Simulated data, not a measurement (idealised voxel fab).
Herein follows the process module entitled voxel tone inversion.
Square cells of 5 nm make up the cross-section cut, whose width is 205 nm.
Reading order for cross-sections: top band down to bottom band. Underlying form: a grid of square cells. Band size: one or more rows of cells.
It is stipulated that each band's entry specify, in nanometres, the height of the top of the band and then that of its bottom, followed by the materials of the band in left-to-right sequence, each together with its width in nanometres. A single material marked by the word "throughout" is understood to fill the band from edge to edge; the word "empty" is understood to denote empty space.
Heights from 0 (as-received wafer is one material below). Bottom band endless downward, as "top 0, no bottom".
The notation "30->40" denotes a width that varies across the rows of cells in the band, beginning at the first number in the top row, finishing at the second number in the bottom row, and changing by an identical amount from each row to the next.
Key: "nothing got changed" - step with no changed cell in the cross-section.
In "Sealed void inventory" the enclosed voids are listed, meaning empty spaces of 8 cells or larger without any opening to the top. The form is width x height at distance, distance from the left edge, units nm.
If you see something after the settings on a step's line, that's the simulator's own remark about that step.
Each step line may optionally specify "overlay nm", which for a step with a mask gives the rightward distance between the mask's planned place and where it lay, a negative value indicating the leftward direction.
PROCESS STEPS - PLAN
1,RECEIVE, material Si
2,CONFORMAL_DEP, material SiCN, thk nm 5
3,DIRECTIONAL_DEP, material aC, thk nm 25
4,PATTERN, tone cover, mask id POSTS, material resist, width nm 25, pitch nm 40, thk nm 35, overlay nm 0
5,DIRECTIONAL_ETCH, etch materials aC, depth nm 25
6,STRIP, etch materials resist
7,FILL_DEP, material lowk, thk nm 10
8,CMP, height nm 30
9,STRIP, etch materials aC
10,CONFORMAL_DEP, material TiN, thk nm 5
11,FILL_DEP, material Cu, thk nm 5
12,CMP, height nm 30
13,CONFORMAL_DEP, material SiN, thk nm 5
INCOMING WAFER IN CROSS-SECTION (STATE: AFTER STEP 1)
    top 0, no bottom: Si throughout
    Sealed void inventory: none
AS-PLANNED RUN: CROSS-SECTION OF THE FIRST OF TWO WAFERS AT END OF MODULE
    top 35, bottom 30: SiN throughout
    top 30, bottom 10: lowk=30, then TiN=5, then Cu=15, then TiN=5, then lowk=15, then TiN=5, then Cu=15, then TiN=5, then lowk=15, then TiN=5, then Cu=15, then TiN=5, then lowk=15, then TiN=5, then Cu=15, then TiN=5, then lowk=30
    top 10, bottom 5: lowk=30, then TiN=25, then lowk=15, then TiN=25, then lowk=15, then TiN=25, then lowk=15, then TiN=25, then lowk=30
    top 5, bottom 0: SiCN throughout
    top 0, no bottom: Si throughout
    Sealed void inventory: none
CROSS-SECTIONAL VIEW: SECOND OF TWO WAFERS, END OF MODULE; START AND PLAN IDENTICAL TO THE FIRST, ONE MISTAKE IN RUNNING
    top 35, bottom 30: SiN throughout
    top 30, bottom 25: lowk throughout
    top 25, bottom 0: lowk=30, then aC=25, then lowk=15, then aC=25, then lowk=15, then aC=25, then lowk=15, then aC=25, then lowk=30
    top 0, no bottom: Si throughout
    Sealed void inventory: none
Nonconformance to the process plan: step 2 from the plan never happened, it was just skipped
The closing comparison, in cells, has the second wafer with more or fewer of some materials than the first: -48 Cu | -41 SiCN | -52 TiN | +100 aC | +41 lowk
